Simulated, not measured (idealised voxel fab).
process module | voxel self aligned contacts
cross-section cut | 275 nm wide | cells 5 nm
A cross-section is a grid of square cells, given in bands from the top down. A band is one or more rows of cells.
Each band's line starts with the height of the band's top and of its bottom, in nm. Then come its materials from left to right, each with its width in nm. One material with "throughout" fills the band from edge to edge. "air" is empty space.
Height 0 is the level under which the wafer as received is all one material. The lowest band goes on downwards, as in "0 down".
A width such as "30 to 40" changes by the same amount from each row of cells to the next, from the band's top row to its bottom row.
"no change" after a step means that no cell of the cross-section changed.
closed voids: empty space of 8 cells or more with no open way to the top, each as width x height at its distance from the left edge, in nm
after a step's settings: what the simulator itself notes on the step
overlay nm, on a step with a mask: how far to the right of its planned place the mask lay; to the left if negative
plan
1 op RECEIVE | material Si
2 op OXIDIZE | depth nm 5
3 op DIRECTIONAL_DEP | material polySi | thk nm 25
4 op DIRECTIONAL_DEP | material SiN | thk nm 15
5 op DIRECTIONAL_DEP | material aC | thk nm 10
6 op PATTERN | tone cover | mask id GATE | material resist | width nm 35 | pitch nm 65 | thk nm 25 | overlay nm 0
7 op DIRECTIONAL_ETCH | etch materials aC | depth nm 10
8 op STRIP | etch materials resist
9 op DIRECTIONAL_ETCH | etch materials SiN | depth nm 15
10 op DIRECTIONAL_ETCH | etch materials polySi | depth nm 25
11 op STRIP | etch materials aC
12 op CONFORMAL_DEP | material SiN | thk nm 5
13 op DIRECTIONAL_ETCH | etch materials SiN | depth nm 5
14 op FILL_DEP | material SiO2 | thk nm 20
15 op CMP | height nm 50
16 op DIRECTIONAL_DEP | material aC | thk nm 15
17 op PATTERN | tone open | mask id CONTACT | material resist | width nm 50 | thk nm 35 | overlay nm -15
18 op DIRECTIONAL_ETCH | etch materials aC | depth nm 15
19 op STRIP | etch materials resist
20 op DIRECTIONAL_ETCH | etch materials SiO2 | depth nm 55
21 op STRIP | etch materials aC
22 op CONFORMAL_DEP | material TiN | thk nm 5
23 op FILL_DEP | material Ru | thk nm 5
24 op CMP | height nm 50
25 op CONFORMAL_DEP | material SiN | thk nm 5
varied across the wafers: overlay nm of step 17. The plan shows the first wafer's value. All wafers start alike
first wafer as received, after step 1
  0 down: Si throughout
  closed voids: none
each wafer at the end: cells of each material gained (+) or lost (-) since it was received, then its closed voids
overlay nm -15 | +26 Ru | -55 Si | +129 SiN | +405 SiO2 | +30 TiN | +70 polySi | closed voids: none
overlay nm -10 | +26 Ru | -55 Si | +129 SiN | +405 SiO2 | +30 TiN | +70 polySi | closed voids: none
overlay nm -5 | +26 Ru | -55 Si | +129 SiN | +405 SiO2 | +30 TiN | +70 polySi | closed voids: none
overlay nm 0 | +26 Ru | -55 Si | +129 SiN | +405 SiO2 | +30 TiN | +70 polySi | closed voids: none
overlay nm 5 | +26 Ru | -55 Si | +129 SiN | +405 SiO2 | +30 TiN | +70 polySi | closed voids: none
overlay nm 10 | +26 Ru | -55 Si | +129 SiN | +405 SiO2 | +30 TiN | +70 polySi | closed voids: none
overlay nm 15 | +26 Ru | -55 Si | +129 SiN | +405 SiO2 | +30 TiN | +70 polySi | closed voids: none
